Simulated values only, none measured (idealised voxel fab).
Title: Process Module voxel self aligned contacts
This is section cut - it's 235 nm across, gridded in 5 nm square cells.
Think of the cross-section as a grid of square cells. We describe it in bands, top to bottom, and each band covers one or more rows of those cells.
Band entry format. Leading values: height of top, height of bottom, nm. Remainder: materials in left-to-right order, each with its width in nm. Special words: "full width" on a single material, which then fills the band edge to edge; "empty", empty space.
Measure heights from 0. That's the level where, below it, the as-received wafer is all one material. The lowest band is bottomless and extends downward; write it as in "0..down".
The expression "30->40" gives the width at the extremes of the band, the first number at its top row of cells and the second at its bottom row, with the width changing by equal amounts from each row to the next in between.
It should be understood that the words "same as before", when stated for a given step, signify that the cross-section underwent no change in any of its cells during that step.
Any empty space of 8 cells or more lacking an open way to the top shows up in "Closed cavity list" as width x height at distance, distance from the left edge, in nm.
What comes after the settings on a step's line is commentary from the simulator itself on that step.
overlay nm: how far to the right of its planned place the mask lay on this masked step (negative: to the left).

-- The following list gives the planned process steps
1 RECEIVE | material Si
2 CONFORMAL_DEP | material SiO2 | thk nm 5
3 DIRECTIONAL_DEP | material polySi | thk nm 30
4 DIRECTIONAL_DEP | material SiN | thk nm 20
5 DIRECTIONAL_DEP | material aC | thk nm 15
6 PATTERN | tone cover | mask id GATE | material resist | width nm 25 | pitch nm 60 | thk nm 30 | overlay nm 0
7 DIRECTIONAL_ETCH | etch materials aC | depth nm 15
8 STRIP | etch materials resist
9 DIRECTIONAL_ETCH | etch materials SiN | depth nm 20
10 DIRECTIONAL_ETCH | etch materials polySi | depth nm 30
11 STRIP | etch materials aC
12 CONFORMAL_DEP | material SiN | thk nm 10
13 DIRECTIONAL_ETCH | etch materials SiN | depth nm 10
14 FILL_DEP | material SiO2 | thk nm 15
15 CMP | height nm 65
16 MASKED_ETCH | tone open | mask id CONTACT | width nm 35 | pitch nm 60 | etch materials SiO2 | depth nm 65 | overlay nm 0
17 CONFORMAL_DEP | material TiN | thk nm 5
18 FILL_DEP | material W | thk nm 5
19 CMP | height nm 65
20 CONFORMAL_DEP | material SiN | thk nm 5
Variable across wafers: step 16 width nm (plan value is that of the first wafer; starting state common to all).

-- First of several wafers (as received, post step 1), cross-sectional view
* 0..down = Si full width
* Closed cavity list: none

-- Basically each wafer gets a line in the table, showing it at the end of the module: material by material, the cells it gained (+) or lost (-) since we got it, then its closed voids
width nm 35 | +227 SiN | +247 SiO2 | +62 TiN | +32 W | +90 polySi | Closed cavity list: none
width nm 40 | +227 SiN | +243 SiO2 | +64 TiN | +34 W | +90 polySi | Closed cavity list: none
width nm 45 | +227 SiN | +239 SiO2 | +66 TiN | +36 W | +90 polySi | Closed cavity list: none
